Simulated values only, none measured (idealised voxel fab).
process module | voxel tone inversion
cross-section cut | 145 nm wide | cells 5 nm
A cross-section is a grid of square cells, given in bands from the top down. A band is one or more rows of cells.
Each band's line starts with the height of the band's top and of its bottom, in nm. Then come its materials from left to right, each with its width in nm. One material with "throughout" fills the band from edge to edge. "air" is empty space.
Height 0 is the level under which the wafer as received is all one material. The lowest band goes on downwards, as in "0 down".
A width such as "30 to 40" changes by the same amount from each row of cells to the next, from the band's top row to its bottom row.
"no change" after a step means that no cell of the cross-section changed.
closed voids: empty space of 8 cells or more with no open way to the top, each as width x height at its distance from the left edge, in nm
after a step's settings: what the simulator itself notes on the step
overlay nm, on a step with a mask: how far to the right of its planned place the mask lay; to the left if negative
plan
1 op RECEIVE | material Si
2 op CONFORMAL_DEP | material SiN | thk nm 5
3 op DIRECTIONAL_DEP | material aC | thk nm 25
4 op PATTERN | tone cover | mask id POSTS | material resist | width nm 15 | pitch nm 35 | thk nm 30 | overlay nm 0
5 op DIRECTIONAL_ETCH | etch materials aC | depth nm 25
6 op STRIP | etch materials resist
7 op FILL_DEP | material lowk | thk nm 5
8 op CMP | height nm 30
9 op STRIP | etch materials aC
10 op CONFORMAL_DEP | material TiN | thk nm 5
11 op FILL_DEP | material W | thk nm 5
12 op CMP | height nm 30
13 op CONFORMAL_DEP | material SiN | thk nm 5
varied across the wafers: thk nm of step 10. The plan shows the first wafer's value. All wafers start alike
first wafer as received, after step 1
  0 down: Si throughout
  closed voids: none
first wafer at the end, after step 13
  35 to 30: SiN throughout
  30 to 10: lowk 30 | TiN 5 | W 5 | TiN 5 | lowk 20 | TiN 5 | W 5 | TiN 5 | lowk 20 | TiN 5 | W 5 | TiN 5 | lowk 30
  10 to 5: lowk 30 | TiN 15 | lowk 20 | TiN 15 | lowk 20 | TiN 15 | lowk 30
  5 to 0: SiN throughout
  0 down: Si throughout
  closed voids: none
last wafer at the end
  35 to 30: SiN throughout
  30 to 5: lowk 30 | TiN 15 | lowk 20 | TiN 15 | lowk 20 | TiN 15 | lowk 30
  5 to 0: SiN throughout
  0 down: Si throughout
  closed voids: none
each wafer at the end: cells of each material gained (+) or lost (-) since it was received, then its closed voids
thk nm 5 | +58 SiN | +33 TiN | +12 W | +100 lowk | closed voids: none
thk nm 10 | +58 SiN | +45 TiN | +100 lowk | closed voids: none
thk nm 15 | +58 SiN | +45 TiN | +100 lowk | closed voids: none
thk nm 20 | +58 SiN | +45 TiN | +100 lowk | closed voids: none
